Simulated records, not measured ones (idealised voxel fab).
The following process module bears the name voxel plated lines.
For reference, the cross-section in this document is cut, with width 260 nm and square cells of 5 nm.
Bands, listed from the top down, are how a cross-section gets written in this document; the cross-section itself is a grid of square cells, and a band is one or more rows of them.
Each band's line starts with the height of the band's top and of its bottom, in nm. Then come its materials from left to right, each with its width in nm. One material with "full width" fills the band from edge to edge. "air" is empty space.
Heights from 0 (as-received wafer is one material below). Bottom band endless downward, as "from 0 down".
The width entry "30..40" should be interpreted row by row: the top row of cells in the band takes the first number, the bottom row takes the second number, and the change between adjacent rows is uniform throughout.
"nothing got changed" after a step means that no cell of the cross-section changed.
Enclosed voids (no open way to top), threshold 8 cells or more, entry "Sealed internal cavities", notation width x height at distance, distance from left edge, nm.
The remark found on a step's line after its settings is issued by the simulator itself and pertains to that step.
"overlay nm" answers the question of how far to the right of plan the mask lay on a step that has a mask, and when it is negative the answer is to the left.

Listed below are the process steps as planned
step 1: op RECEIVE | material Si
step 2: op CONFORMAL_DEP | material SiO2 | thk nm 15
step 3: op DIRECTIONAL_DEP | material TiN | thk nm 5
step 4: op PATTERN | tone open | mask id LINES | material resist | width nm 20 | pitch nm 45 | thk nm 25 | overlay nm 0
step 5: op EPI | material Ru | thk nm 10
step 6: op EPI | material Ru | thk nm 5
step 7: op STRIP | etch materials resist
step 8: op DIRECTIONAL_ETCH | etch materials TiN | depth nm 5
step 9: op CONFORMAL_DEP | material SiCN | thk nm 10

Cross-section of the wafer upon arrival, representing the state reached after step 1
	from 0 down | Si full width
	Sealed internal cavities: none

Starting wafer: above. Plan: above. Run: one mistake. Cross-section after the module: below
	from 30 to 20 | SiCN full width
	from 20 to 0 | SiO2 full width
	from 0 down | Si full width
	Sealed internal cavities: none
Plan not followed: it should be noted that step 3 was executed with settings other than those planned, the operation and settings actually applied being op DIRECTIONAL_DEP | material SiO2 | thk nm 5
